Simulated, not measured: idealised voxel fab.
Name of the process module below: voxel ribs on slabs
Pictured: cross-section cut, 150 nm wide, on a grid of 5 nm square cells.
A cross-section in this document is a grid of square cells, and it is written down as bands, the top band listed before the ones below it; a band is made up of one or more rows of cells.
Band: top height; bottom height; in nm. Then, left to right: material with width in nm, for each material. "full width": a single material spanning edge to edge. "blank": empty space.
Basically, 0 is our baseline, since under it the wafer straight out of the box is all one material. The bottom band has no lower end and keeps on going down, so it looks like "from 0 down".
Per-row width for "30..40": begins at first number (top row of band), ends at second number (bottom row), increment between rows held constant.
Basically "identical to before" means that step didn't change any cell in the cross-section.
"Completely enclosed voids" specifies each empty space that is not open to the top and that occupies no fewer than 8 cells, using the form width x height at distance, the distance measured from the left edge and all three quantities in nm.
Post-settings text on a step line: simulator's own remark regarding the step.
A step's line can hold "overlay nm"; with a mask on that step, the setting says how far right of the planned place the mask lay, while a negative setting says it lay to the left.
[The process steps that were planned are listed below]
1: RECEIVE | material Si
2: DIRECTIONAL_DEP | material SiO2 | thk nm 25
3: DIRECTIONAL_DEP | material polySi | thk nm 25
4: DIRECTIONAL_DEP | material aC | thk nm 10
5: PATTERN | tone cover | mask id RIB | material resist | width nm 25 | thk nm 25 | overlay nm 0
6: DIRECTIONAL_ETCH | etch materials aC | depth nm 10
7: STRIP | etch materials resist
8: DIRECTIONAL_ETCH | etch materials polySi | depth nm 10
9: STRIP | etch materials aC
10: MASKED_ETCH | tone cover | mask id SLAB | width nm 55 | etch materials polySi | depth nm 15 | overlay nm 0
11: FILL_DEP | material SiO2 | thk nm 15
12: CMP | height nm 60
13: DIRECTIONAL_DEP | material W | thk nm 5
14: DIRECTIONAL_DEP | material aC | thk nm 5
15: PATTERN | tone cover | mask id HEATER | material resist | width nm 35 | thk nm 30 | overlay nm 0
16: DIRECTIONAL_ETCH | etch materials aC | depth nm 10
17: STRIP | etch materials resist
18: DIRECTIONAL_ETCH | etch materials W | depth nm 5
19: STRIP | etch materials aC
20: CONFORMAL_DEP | material SiN | thk nm 5
All wafers enter the flow in the same state. The thk nm at step 14 differs from wafer to wafer, and the plan gives the value for the first wafer.
[The as-received cross-section of the first of several wafers corresponds to the state after step 1]
> from 0 down  Si full width
> Completely enclosed voids: none
[each wafer at the end: cells of each material gained (+) or lost (-) since it was received, then its closed voids]
thk nm 5; +32 SiN; +317 SiO2; +7 W; +43 polySi; Completely enclosed voids: none
thk nm 10; +32 SiN; +317 SiO2; +7 W; +43 polySi; Completely enclosed voids: none
thk nm 15; +30 SiN; +317 SiO2; +30 W; +43 polySi; Completely enclosed voids: none
thk nm 20; +30 SiN; +317 SiO2; +30 W; +43 polySi; Completely enclosed voids: none
thk nm 25; +30 SiN; +317 SiO2; +30 W; +43 polySi; Completely enclosed voids: none
